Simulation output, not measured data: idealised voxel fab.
process module | voxel spacer lines
cross-section cut | 250 nm wide | cells 5 nm
A cross-section is a grid of square cells, given in bands from the top down. A band is one or more rows of cells.
Each band's line starts with the height of the band's top and of its bottom, in nm. Then come its materials from left to right, each with its width in nm. One material with "throughout" fills the band from edge to edge. "air" is empty space.
Height 0 is the level under which the wafer as received is all one material. The lowest band goes on downwards, as in "0 down".
A width such as "30 to 40" changes by the same amount from each row of cells to the next, from the band's top row to its bottom row.
"no change" after a step means that no cell of the cross-section changed.
closed voids: empty space of 8 cells or more with no open way to the top, each as width x height at its distance from the left edge, in nm
after a step's settings: what the simulator itself notes on the step
overlay nm, on a step with a mask: how far to the right of its planned place the mask lay; to the left if negative
plan
1 op RECEIVE | material Si
2 op CONFORMAL_DEP | material Al2O3 | thk nm 5
3 op DIRECTIONAL_DEP | material SiN | thk nm 20
4 op DIRECTIONAL_DEP | material aC | thk nm 20
5 op PATTERN | tone cover | mask id MANDREL | material resist | width nm 15 | pitch nm 50 | thk nm 30 | overlay nm 0
6 op DIRECTIONAL_ETCH | etch materials aC | depth nm 20
7 op STRIP | etch materials resist
8 op CONFORMAL_DEP | material SiO2 | thk nm 10
9 op DIRECTIONAL_ETCH | etch materials SiO2 | depth nm 10
10 op STRIP | etch materials aC
11 op DIRECTIONAL_ETCH | etch materials SiN | depth nm 20
12 op STRIP | etch materials SiO2
13 op FILL_DEP | material lowk | thk nm 5
14 op CMP | height nm 30
varied across the wafers: thk nm of step 2. The plan shows the first wafer's value. All wafers start alike
first wafer as received, after step 1
  0 down: Si throughout
  closed voids: none
first wafer at the end, after step 14
  30 to 25: lowk throughout
  25 to 5: lowk 55 | SiN 10 | lowk 15 | SiN 10 | lowk 15 | SiN 10 | lowk 15 | SiN 10 | lowk 15 | SiN 10 | lowk 15 | SiN 10 | lowk 60
  5 to 0: Al2O3 throughout
  0 down: Si throughout
  closed voids: none
last wafer at the end
  30 to 25: lowk 55 | SiN 10 | lowk 15 | SiN 10 | lowk 15 | SiN 10 | lowk 15 | SiN 10 | lowk 15 | SiN 10 | lowk 15 | SiN 10 | lowk 60
  25 to 0: Al2O3 throughout
  0 down: Si throughout
  closed voids: none
each wafer at the end: cells of each material gained (+) or lost (-) since it was received, then its closed voids
thk nm 5 | +50 Al2O3 | +48 SiN | +202 lowk | closed voids: none
thk nm 10 | +100 Al2O3 | +48 SiN | +152 lowk | closed voids: none
thk nm 15 | +150 Al2O3 | +36 SiN | +114 lowk | closed voids: none
thk nm 20 | +200 Al2O3 | +24 SiN | +76 lowk | closed voids: none
thk nm 25 | +250 Al2O3 | +12 SiN | +38 lowk | closed voids: none
